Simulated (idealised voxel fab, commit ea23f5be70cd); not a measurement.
Presented below is a process module, voxel wiring stack.
Section shown: cut. Width: 175 nm. Cell size: 5 nm, square.
In this document a cross-section is written as a grid of square cells. It is given as a series of bands, listed from the top down, and a band is one or more rows of cells.
This entry defines a band. It first specifies the height of the band's top and the height of its bottom in nm, and then specifies the band's materials from left to right, stating each material with its width in nm. The word "all across" identifies a single material that fills the band from edge to edge, while the word "empty" identifies empty space.
Note: height 0 marks the level under which the wafer is uniformly one material as received. Lowest band unbounded below, written "top 0, no bottom".
Per-row width for "30 to 40": begins at first number (top row of band), ends at second number (bottom row), increment between rows held constant.
For the purposes of this document, the phrase "no alteration" attached to a step denotes that no cell within the cross-section was modified by that step.
Heads up: "Closed void table" only lists the empty pockets with no open path to the top that are 8 cells or more, and it writes them as width x height at distance, distance from the left edge, in nm.
The remark found on a step's line after its settings is issued by the simulator itself and pertains to that step.
What "overlay nm" on a step's line means: if the step has a mask, that mask lay this far to the right of its planned place, or, when the value is negative, to the left.

-- So here's the lineup of process steps we planned
1,RECEIVE with material Si
2,CONFORMAL_DEP with material SiO2, thk nm 15
3,DIRECTIONAL_DEP with material TiN, thk nm 5
4,DIRECTIONAL_DEP with material Ru, thk nm 15
5,MASKED_ETCH with tone cover, mask id METAL_1, width nm 25, pitch nm 55, etch materials Ru, depth nm 15, overlay nm 0
6,MASKED_ETCH with tone cover, mask id METAL_1, width nm 25, pitch nm 55, etch materials TiN, depth nm 5, overlay nm 0
7,FILL_DEP with material lowk, thk nm 5
8,CMP with height nm 35
9,CONFORMAL_DEP with material SiCN, thk nm 5
10,DIRECTIONAL_DEP with material lowk, thk nm 10
11,DIRECTIONAL_DEP with material aC, thk nm 15
12,PATTERN with tone open, mask id PLUG_1, material resist, width nm 15, pitch nm 55, thk nm 30, overlay nm 0
13,DIRECTIONAL_ETCH with etch materials aC, depth nm 15
14,STRIP with etch materials resist
15,DIRECTIONAL_ETCH with etch materials lowk, depth nm 10
16,DIRECTIONAL_ETCH with etch materials SiCN, depth nm 5
17,STRIP with etch materials aC
18,CONFORMAL_DEP with material TiN, thk nm 5
19,FILL_DEP with material Ru, thk nm 5
20,CMP with height nm 50
21,CONFORMAL_DEP with material SiCN, thk nm 5
22,DIRECTIONAL_DEP with material SiO2, thk nm 15
23,PATTERN with tone open, mask id METAL_2, material resist, width nm 15, pitch nm 55, thk nm 15, overlay nm 0
24,DIRECTIONAL_ETCH with etch materials SiO2, depth nm 15
25,DIRECTIONAL_ETCH with etch materials SiCN, depth nm 5
26,STRIP with etch materials resist
27,CONFORMAL_DEP with material TiN, thk nm 5
28,FILL_DEP with material Ru, thk nm 5
29,CMP with height nm 70
30,CONFORMAL_DEP with material SiCN, thk nm 5
31,DIRECTIONAL_DEP with material SiO2, thk nm 30
32,MASKED_ETCH with tone open, mask id METAL_3_HOLES, width nm 15, etch materials SiO2, depth nm 30, overlay nm 0
33,MASKED_ETCH with tone open, mask id METAL_3, width nm 25, pitch nm 55, etch materials SiO2, depth nm 15, overlay nm 0
34,MASKED_ETCH with tone open, mask id METAL_3, width nm 25, pitch nm 55, etch materials SiCN, depth nm 5, overlay nm 0
35,CONFORMAL_DEP with material TiN, thk nm 5
36,FILL_DEP with material Ru, thk nm 5
37,CMP with height nm 105
38,CONFORMAL_DEP with material SiCN, thk nm 5
varied across the wafers: width nm of step 23. The plan shows the first wafer's value. All wafers start alike

-- First of several wafers (as received, post step 1), cross-sectional view
top 0, no bottom | Si all across
Closed void table: none

-- For your reference, the table is organized with a row per wafer; each row reflects the wafer at the end of the module, indicating for each material the cells gained (+) or lost (-) since receipt, and thereafter its closed voids
width nm 15, +56 Ru, +125 SiCN, +363 SiO2, +68 TiN, +158 lowk, Closed void table: none
width nm 20, +62 Ru, +123 SiCN, +357 SiO2, +70 TiN, +158 lowk, Closed void table: none
width nm 25, +68 Ru, +121 SiCN, +351 SiO2, +72 TiN, +158 lowk, Closed void table: none
width nm 30, +74 Ru, +119 SiCN, +345 SiO2, +74 TiN, +158 lowk, Closed void table: none
width nm 35, +80 Ru, +117 SiCN, +339 SiO2, +76 TiN, +158 lowk, Closed void table: none
width nm 40, +86 Ru, +115 SiCN, +333 SiO2, +78 TiN, +158 lowk, Closed void table: none
